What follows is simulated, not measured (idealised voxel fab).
Process module, titled voxel plated lines
Section shown: cut. Width: 245 nm. Cell size: 5 nm, square.
If you're reading a cross-section in this doc, picture square cells in a grid; it comes to you as bands, top ones listed first down to the bottom, and a band can be one or more rows of cells. Top, bottom (nm), then materials left to right with widths (nm); lone material tagged "full width" fills the whole band edge to edge; "air" = empty space. We count height from 0. Below that, the starting wafer is all one material. The lowest band never ends at the bottom but goes on down; see "top 0, no bottom" for how that is written. Quick explanation for "30->40": the width changes in equal steps down the rows of cells, from the first number in the band's top row to the second number in its bottom row. When a step is marked "no change", none of the cells in the cross-section changed during that step. For the entry "Closed internal voids", the listed items are empty spaces with no open way to the top whose size is 8 cells or more; each item follows the pattern width x height at distance, where distance is from the left edge and all three are in nm. Past the settings on a step's line: simulator remark, on that step. The "overlay nm" setting may appear on a step's line; for a step that uses a mask, it gives how far to the right of its planned position the mask lay, and a negative value indicates the left.
**This section lists the process steps that were planned**
- 1: RECEIVE,material Si
- 2: CONFORMAL_DEP,material SiN,thk nm 15
- 3: DIRECTIONAL_DEP,material TiN,thk nm 5
- 4: PATTERN,tone open,mask id LINES,material resist,width nm 20,pitch nm 45,thk nm 15,overlay nm 0
- 5: EPI,material Ru,thk nm 10
- 6: STRIP,etch materials resist
- 7: DIRECTIONAL_ETCH,etch materials TiN,depth nm 5
- 8: CONFORMAL_DEP,material SiO2,thk nm 5
**This is the cross-section of the wafer as we received it, i.e. after step 1**
	top 0, no bottom = Si full width
	Closed internal voids: none
**Wafer cross-section at end of module: start and plan as shown above, one execution error**
	top 45, bottom 40 = 40 air; 30 SiO2; 15 air; 30 SiO2; 15 air; 30 SiO2; 15 air; 30 SiO2; 40 air
	top 40, bottom 30 = 40 air; 5 SiO2; 20 Ru; 5 SiO2; 15 air; 5 SiO2; 20 Ru; 5 SiO2; 15 air; 5 SiO2; 20 Ru; 5 SiO2; 15 air; 5 SiO2; 20 Ru; 5 SiO2; 40 air
	top 30, bottom 25 = 45 SiO2; 20 TiN; 25 SiO2; 20 TiN; 25 SiO2; 20 TiN; 25 SiO2; 20 TiN; 45 SiO2
	top 25, bottom 15 = TiN full width
	top 15, bottom 0 = SiN full width
	top 0, no bottom = Si full width
	Closed internal voids: none
Short version of what went wrong: step 3 was processed under conditions differing from the plan, specifically as DIRECTIONAL_DEP,material TiN,thk nm 15
